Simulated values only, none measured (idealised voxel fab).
A process module follows: voxel air gaps.
Cross-section cut spans 265 nm and uses square cells 5 nm in size.
Just so we're on the same page, the cross-sections are grids of square cells, and they're listed out in bands top to bottom, each band one or more rows deep.
It is stipulated that each band's entry specify, in nanometres, the height of the top of the band and then that of its bottom, followed by the materials of the band in left-to-right sequence, each together with its width in nanometres. A single material marked by the word "all across" is understood to fill the band from edge to edge; the word "empty" is understood to denote empty space.
Zero point of the height axis is 0; under it, received wafer = one material. Lowest band: continues down indefinitely, "0 down".
You'd read "30->40" like this: the band's top row of cells is as wide as the first number, its bottom row is as wide as the second, and going down, every row changes width by the same amount as the row before did.
You'll sometimes find "nothing changed" written for a step, and that's the way of saying that nowhere in the cross-section did a cell change during that step.
Entry "Closed internal cavities". Content: empty spaces with no open connection to the top, size 8 cells or greater. Each: width x height at distance. Distance: from left edge. Unit: nm.
If you see something after the settings on a step's line, that's the simulator's own remark about that step.
overlay nm: right-of-plan distance of the mask on a masked step; negative values mean left-of-plan.
# Listed below are the process steps as planned
step 1: RECEIVE [material Si]
step 2: CONFORMAL_DEP [material SiO2] [thk nm 15]
step 3: CONFORMAL_DEP [material SiCN] [thk nm 5]
step 4: DIRECTIONAL_DEP [material lowk] [thk nm 35]
step 5: MASKED_ETCH [tone open] [mask id LINES] [width nm 20] [pitch nm 50] [etch materials lowk] [depth nm 35] [overlay nm 0]
step 6: CONFORMAL_DEP [material TiN] [thk nm 5]
step 7: FILL_DEP [material Ru] [thk nm 5]
step 8: CMP [height nm 55]
step 9: EPI [material Ru] [thk nm 10]
step 10: SELECTIVE_ETCH [etch materials lowk] [depth nm 45]
step 11: CONFORMAL_DEP [material SiCN] [thk nm 5]
# As-received state of the wafer in cross-section, equivalent to post-step 1
> 0 down | Si all across
> Closed internal cavities: none
# Cross-sectional view of the first of the two wafers upon completion of the module, processed in accordance with the plan
> 70 to 65 | 55 of empty, then 150 of SiCN, then 60 of empty
> 65 to 55 | 55 of empty, then 5 of SiCN, then 40 of Ru, then 10 of SiCN, then 40 of Ru, then 10 of SiCN, then 40 of Ru, then 5 of SiCN, then 60 of empty
> 55 to 50 | 55 of empty, then 15 of SiCN, then 5 of TiN, then 10 of Ru, then 5 of TiN, then 30 of SiCN, then 5 of TiN, then 10 of Ru, then 5 of TiN, then 30 of SiCN, then 5 of TiN, then 10 of Ru, then 5 of TiN, then 15 of SiCN, then 60 of empty
> 50 to 25 | 65 of empty, then 5 of SiCN, then 5 of TiN, then 10 of Ru, then 5 of TiN, then 5 of SiCN, then 20 of empty, then 5 of SiCN, then 5 of TiN, then 10 of Ru, then 5 of TiN, then 5 of SiCN, then 20 of empty, then 5 of SiCN, then 5 of TiN, then 10 of Ru, then 5 of TiN, then 5 of SiCN, then 70 of empty
> 25 to 20 | 70 of SiCN, then 20 of TiN, then 30 of SiCN, then 20 of TiN, then 30 of SiCN, then 20 of TiN, then 75 of SiCN
> 20 to 15 | SiCN all across
> 15 to 0 | SiO2 all across
> 0 down | Si all across
> Closed internal cavities: 20 x 25 at 95; 20 x 25 at 145
# Cross-sectional image of the second wafer of the two following completion of the module. Starting state and process plan were the same as for the first wafer; one execution error occurred
> 80 to 65 | 45 of empty, then 170 of SiCN, then 50 of empty
> 65 to 55 | 45 of empty, then 15 of SiCN, then 40 of Ru, then 10 of SiCN, then 40 of Ru, then 10 of SiCN, then 40 of Ru, then 15 of SiCN, then 50 of empty
> 55 to 50 | 45 of empty, then 25 of SiCN, then 5 of TiN, then 10 of Ru, then 5 of TiN, then 30 of SiCN, then 5 of TiN, then 10 of Ru, then 5 of TiN, then 30 of SiCN, then 5 of TiN, then 10 of Ru, then 5 of TiN, then 25 of SiCN, then 50 of empty
> 50 to 40 | 45 of empty, then 25 of SiCN, then 5 of TiN, then 10 of Ru, then 5 of TiN, then 5 of SiCN, then 20 of empty, then 5 of SiCN, then 5 of TiN, then 10 of Ru, then 5 of TiN, then 5 of SiCN, then 20 of empty, then 5 of SiCN, then 5 of TiN, then 10 of Ru, then 5 of TiN, then 25 of SiCN, then 50 of empty
> 40 to 35 | 55 of empty, then 15 of SiCN, then 5 of TiN, then 10 of Ru, then 5 of TiN, then 5 of SiCN, then 20 of empty, then 5 of SiCN, then 5 of TiN, then 10 of Ru, then 5 of TiN, then 5 of SiCN, then 20 of empty, then 5 of SiCN, then 5 of TiN, then 10 of Ru, then 5 of TiN, then 15 of SiCN, then 60 of empty
> 35 to 25 | 70 of SiCN, then 5 of TiN, then 10 of Ru, then 5 of TiN, then 5 of SiCN, then 20 of empty, then 5 of SiCN, then 5 of TiN, then 10 of Ru, then 5 of TiN, then 5 of SiCN, then 20 of empty, then 5 of SiCN, then 5 of TiN, then 10 of Ru, then 5 of TiN, then 75 of SiCN
> 25 to 20 | 70 of SiCN, then 20 of TiN, then 30 of SiCN, then 20 of TiN, then 30 of SiCN, then 20 of TiN, then 75 of SiCN
> 20 to 15 | SiCN all across
> 15 to 0 | SiO2 all across
> 0 down | Si all across
> Closed internal cavities: 20 x 25 at 95; 20 x 25 at 145
Plan not followed: so step 11 ended up running with a different setting than we planned, it ran as CONFORMAL_DEP [material SiCN] [thk nm 15]
FYI, end of process, the second wafer has more or fewer cells of some materials than the first: SiCN: 158 more
